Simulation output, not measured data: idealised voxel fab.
The document below concerns the process module designated voxel self aligned vias.
300 nm wide, 5 nm square cells: that's cross-section cut.
Heads up, the way a cross-section reads in here is a grid of square cells, handed over as bands from the top down, with every band being one or more rows of cells. It is stipulated that each band's entry specify, in nanometres, the height of the top of the band and then that of its bottom, followed by the materials of the band in left-to-right sequence, each together with its width in nanometres. A single material marked by the word "edge to edge" is understood to fill the band from edge to edge; the word "empty" is understood to denote empty space. Basically, 0 is our baseline, since under it the wafer straight out of the box is all one material. The bottom band has no lower end and keeps on going down, so it looks like "0 and below". A width given as "30 to 40" starts at the first number in the band's top row and ends at the second number in its bottom row, shifting by an equal amount at every step from row to row. Where a step carries "nothing altered", the cross-section came out of it unchanged, cell for cell. Entry "Closed void table". Content: empty spaces with no open connection to the top, size 8 cells or greater. Each: width x height at distance. Distance: from left edge. Unit: nm. Whatever follows a step's settings on its line is a remark the simulator itself makes about that step. "overlay nm" answers the question of how far to the right of plan the mask lay on a step that has a mask, and when it is negative the answer is to the left.
[List of planned process steps]
| 1 | RECEIVE | material Si |
| 2 | CONFORMAL_DEP | material SiO2 | thk nm 10 |
| 3 | CONFORMAL_DEP | material SiCN | thk nm 5 |
| 4 | DIRECTIONAL_DEP | material SiO2 | thk nm 20 |
| 5 | MASKED_ETCH | tone open | mask id LINES | width nm 30 | pitch nm 70 | etch materials SiO2 | depth nm 20 | overlay nm 0 |
| 6 | CONFORMAL_DEP | material TiN | thk nm 5 |
| 7 | FILL_DEP | material Ru | thk nm 10 |
| 8 | CMP | height nm 35 |
| 9 | SELECTIVE_ETCH | etch materials W Ru TiN | depth nm 5 |
| 10 | FILL_DEP | material SiN | thk nm 10 |
| 11 | CMP | height nm 35 |
| 12 | DIRECTIONAL_DEP | material SiO2 | thk nm 15 |
| 13 | MASKED_ETCH | tone open | mask id VIAS | width nm 50 | etch materials SiO2 | depth nm 15 | overlay nm 0 |
| 14 | MASKED_ETCH | tone open | mask id VIAS | width nm 50 | etch materials SiN | depth nm 5 | overlay nm -15 |
| 15 | CONFORMAL_DEP | material TiN | thk nm 5 |
| 16 | FILL_DEP | material W | thk nm 5 |
| 17 | CMP | height nm 50 |
| 18 | CONFORMAL_DEP | material SiCN | thk nm 5 |
The wafers in this document start out alike and differ in the overlay nm applied at step 14; the plan shows the value used for the first wafer.
[The first of several wafers in cross-section, exactly as it reached us after step 1]
* 0 and below = Si edge to edge
* Closed void table: none
[For your reference, the table is organized with a row per wafer; each row reflects the wafer at the end of the module, indicating for each material the cells gained (+) or lost (-) since receipt, and thereafter its closed voids]
overlay nm -15; +16 Ru; +120 SiCN; +7 SiN; +462 SiO2; +36 TiN; +19 W; Closed void table: none
overlay nm -10; +16 Ru; +120 SiCN; +6 SiN; +462 SiO2; +36 TiN; +20 W; Closed void table: none
overlay nm -5; +16 Ru; +120 SiCN; +6 SiN; +462 SiO2; +36 TiN; +20 W; Closed void table: none
overlay nm 0; +16 Ru; +120 SiCN; +6 SiN; +462 SiO2; +36 TiN; +20 W; Closed void table: none
overlay nm 5; +16 Ru; +120 SiCN; +6 SiN; +462 SiO2; +36 TiN; +20 W; Closed void table: none
overlay nm 10; +16 Ru; +120 SiCN; +6 SiN; +462 SiO2; +36 TiN; +20 W; Closed void table: none
overlay nm 15; +16 Ru; +120 SiCN; +7 SiN; +462 SiO2; +36 TiN; +19 W; Closed void table: none
